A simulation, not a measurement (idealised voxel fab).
The following is a process module called voxel self aligned contacts.
Displayed cross-section: cut, width of 185 nm, square cells sized 5 nm.
Notation: cross-section as square-cell grid; stated in bands, top first, going down; one or more cell rows per band. Read a band's entry like this: the first values are the height of its top and the height of its bottom in nm, and what follows is the sequence of materials from left to right, each with its width in nm. Note that "air" is empty space, and that a single material marked "everywhere" reaches across the band from edge to edge. Heights are measured from 0, the level below which the as-received wafer is all one material; the lowest band has no bottom and continues downward, written as in "from 0 down". The notation "30->40" denotes a width that varies across the rows of cells in the band, beginning at the first number in the top row, finishing at the second number in the bottom row, and changing by an identical amount from each row to the next. The cross-section has no changed cell in any step marked "stayed the same". "Voids, enclosed" enumerates empty spaces isolated from the top, with no open way to it, that contain at least 8 cells, giving each as width x height at distance from the left edge, all three in nm. What comes after the settings on a step's line is commentary from the simulator itself on that step. The "overlay nm" setting may appear on a step's line; for a step that uses a mask, it gives how far to the right of its planned position the mask lay, and a negative value indicates the left.

# The planned process steps are enumerated hereunder
1 op RECEIVE | material Si
2 op OXIDIZE | depth nm 5
3 op DIRECTIONAL_DEP | material polySi | thk nm 30
4 op DIRECTIONAL_DEP | material SiN | thk nm 15
5 op PATTERN | tone cover | mask id GATE | material resist | width nm 25 | pitch nm 50 | thk nm 15 | overlay nm 0
6 op DIRECTIONAL_ETCH | etch materials SiN | depth nm 15
7 op DIRECTIONAL_ETCH | etch materials polySi | depth nm 20
8 op STRIP | etch materials resist
9 op CONFORMAL_DEP | material SiN | thk nm 5
10 op DIRECTIONAL_ETCH | etch materials SiN | depth nm 5
11 op FILL_DEP | material SiO2 | thk nm 15
12 op CMP | height nm 50
13 op MASKED_ETCH | tone open | mask id CONTACT | width nm 35 | etch materials SiO2 | depth nm 55 | overlay nm 0
14 op CONFORMAL_DEP | material TiN | thk nm 5
15 op FILL_DEP | material W | thk nm 5
16 op CMP | height nm 50
17 op CONFORMAL_DEP | material SiCN | thk nm 5
Wafer-to-wafer difference: depth nm, step 7. Common start. Plan = first wafer's value.

# The first of several wafers in cross-section, exactly as it reached us after step 1
- from 0 down = Si everywhere
- Voids, enclosed: none

# End of module: cross-section of the first of several wafers after step 17, the last step
- from 55 to 50 = SiCN everywhere
- from 50 to 45 = SiO2 (75), TiN (15), W (5), TiN (15), SiO2 (75)
- from 45 to 30 = SiO2 (50), SiN (35), TiN (5), W (5), TiN (5), SiN (35), SiO2 (50)
- from 30 to 15 = SiO2 (50), SiN (5), polySi (25), SiN (5), TiN (5), W (5), TiN (5), SiN (5), polySi (25), SiN (5), SiO2 (50)
- from 15 to 10 = SiO2 (50), SiN (5), polySi (25), SiN (5), TiN (15), SiN (5), polySi (25), SiN (5), SiO2 (50)
- from 10 to 0 = polySi everywhere
- from 0 to -5 = SiO2 everywhere
- from -5 down = Si everywhere
- Voids, enclosed: none

# Module end, final wafer: cross-section
- from 55 to 50 = SiCN everywhere
- from 50 to 45 = SiO2 (75), TiN (15), W (5), TiN (15), SiO2 (75)
- from 45 to 30 = SiO2 (50), SiN (35), TiN (5), W (5), TiN (5), SiN (35), SiO2 (50)
- from 30 to 0 = SiO2 (50), SiN (5), polySi (25), SiN (5), TiN (5), W (5), TiN (5), SiN (5), polySi (25), SiN (5), SiO2 (50)
- from 0 to -5 = SiO2 (85), TiN (15), SiO2 (85)
- from -5 down = Si everywhere
- Voids, enclosed: none

# Tabulated below, wafer by wafer, are the end-of-module results: for each material, the number of cells gained (+) or lost (-) relative to the as-received state, followed by the closed voids
depth nm 20 | -37 Si | +37 SiCN | +58 SiN | +207 SiO2 | +21 TiN | +7 W | +114 polySi | Voids, enclosed: none
depth nm 25 | -37 Si | +37 SiCN | +62 SiN | +227 SiO2 | +23 TiN | +8 W | +87 polySi | Voids, enclosed: none
depth nm 30 | -37 Si | +37 SiCN | +66 SiN | +244 SiO2 | +27 TiN | +10 W | +60 polySi | Voids, enclosed: none
depth nm 35 | -37 Si | +37 SiCN | +66 SiN | +244 SiO2 | +27 TiN | +10 W | +60 polySi | Voids, enclosed: none
depth nm 40 | -37 Si | +37 SiCN | +66 SiN | +244 SiO2 | +27 TiN | +10 W | +60 polySi | Voids, enclosed: none
depth nm 45 | -37 Si | +37 SiCN | +66 SiN | +244 SiO2 | +27 TiN | +10 W | +60 polySi | Voids, enclosed: none
